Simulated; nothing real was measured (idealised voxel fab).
process module | voxel air gaps
cross-section cut | 295 nm wide | cells 5 nm
A cross-section is a grid of square cells, given in bands from the top down. A band is one or more rows of cells.
Each band's line starts with the height of the band's top and of its bottom, in nm. Then come its materials from left to right, each with its width in nm. One material with "throughout" fills the band from edge to edge. "air" is empty space.
Height 0 is the level under which the wafer as received is all one material. The lowest band goes on downwards, as in "0 down".
A width such as "30 to 40" changes by the same amount from each row of cells to the next, from the band's top row to its bottom row.
"no change" after a step means that no cell of the cross-section changed.
closed voids: empty space of 8 cells or more with no open way to the top, each as width x height at its distance from the left edge, in nm
after a step's settings: what the simulator itself notes on the step
overlay nm, on a step with a mask: how far to the right of its planned place the mask lay; to the left if negative
Each pair below shows a cross-section before one step and the cross-section after it, down to the lowest band that changed. The line under each pair gives the step between them, with its settings. The pairs can come from different runs of this module on the same starting wafer, so a pair continues from the pair above only where its "before" says so.
before
  75 to 60: air 70 | resist 20 | air 25 | resist 20 | air 25 | resist 20 | air 25 | resist 20 | air 70
  60 to 20: air 70 | SiO2 20 | air 25 | SiO2 20 | air 25 | SiO2 20 | air 25 | SiO2 20 | air 70
  20 to 15: SiCN throughout
  15 to 0: SiO2 throughout
  0 down: Si throughout
  closed voids: none
after
  60 to 20: air 70 | SiO2 20 | air 25 | SiO2 20 | air 25 | SiO2 20 | air 25 | SiO2 20 | air 70
  below 20: unchanged
  closed voids: none
the step between: op STRIP | etch materials resist
before: the cross-section after the pair above
after
  65 to 60: air 65 | TiN 30 | air 15 | TiN 30 | air 15 | TiN 30 | air 15 | TiN 30 | air 65
  60 to 25: air 65 | TiN 5 | SiO2 20 | TiN 5 | air 15 | TiN 5 | SiO2 20 | TiN 5 | air 15 | TiN 5 | SiO2 20 | TiN 5 | air 15 | TiN 5 | SiO2 20 | TiN 5 | air 65
  25 to 20: TiN 70 | SiO2 20 | TiN 25 | SiO2 20 | TiN 25 | SiO2 20 | TiN 25 | SiO2 20 | TiN 70
  below 20: unchanged
  closed voids: none
the step between: op CONFORMAL_DEP | material TiN | thk nm 5
before: the cross-section after the pair above
after
  75 to 65: Ru throughout
  65 to 60: Ru 65 | TiN 30 | Ru 15 | TiN 30 | Ru 15 | TiN 30 | Ru 15 | TiN 30 | Ru 65
  60 to 25: Ru 65 | TiN 5 | SiO2 20 | TiN 5 | Ru 15 | TiN 5 | SiO2 20 | TiN 5 | Ru 15 | TiN 5 | SiO2 20 | TiN 5 | Ru 15 | TiN 5 | SiO2 20 | TiN 5 | Ru 65
  below 25: unchanged
  closed voids: none
the step between: op FILL_DEP | material Ru | thk nm 10
before: the cross-section after the pair above
after
  60 to 25: Ru 65 | TiN 5 | SiO2 20 | TiN 5 | Ru 15 | TiN 5 | SiO2 20 | TiN 5 | Ru 15 | TiN 5 | SiO2 20 | TiN 5 | Ru 15 | TiN 5 | SiO2 20 | TiN 5 | Ru 65
  below 25: unchanged
  closed voids: none
the step between: op CMP | height nm 60
before: the cross-section after the pair above
after
  70 to 60: Ru throughout
  below 60: unchanged
  closed voids: none
the step between: op EPI | material Ru | thk nm 10
before: the cross-section after the pair above
after
  75 to 70: SiCN throughout
  below 70: unchanged
  closed voids: none
the step between: op CONFORMAL_DEP | material SiCN | thk nm 5
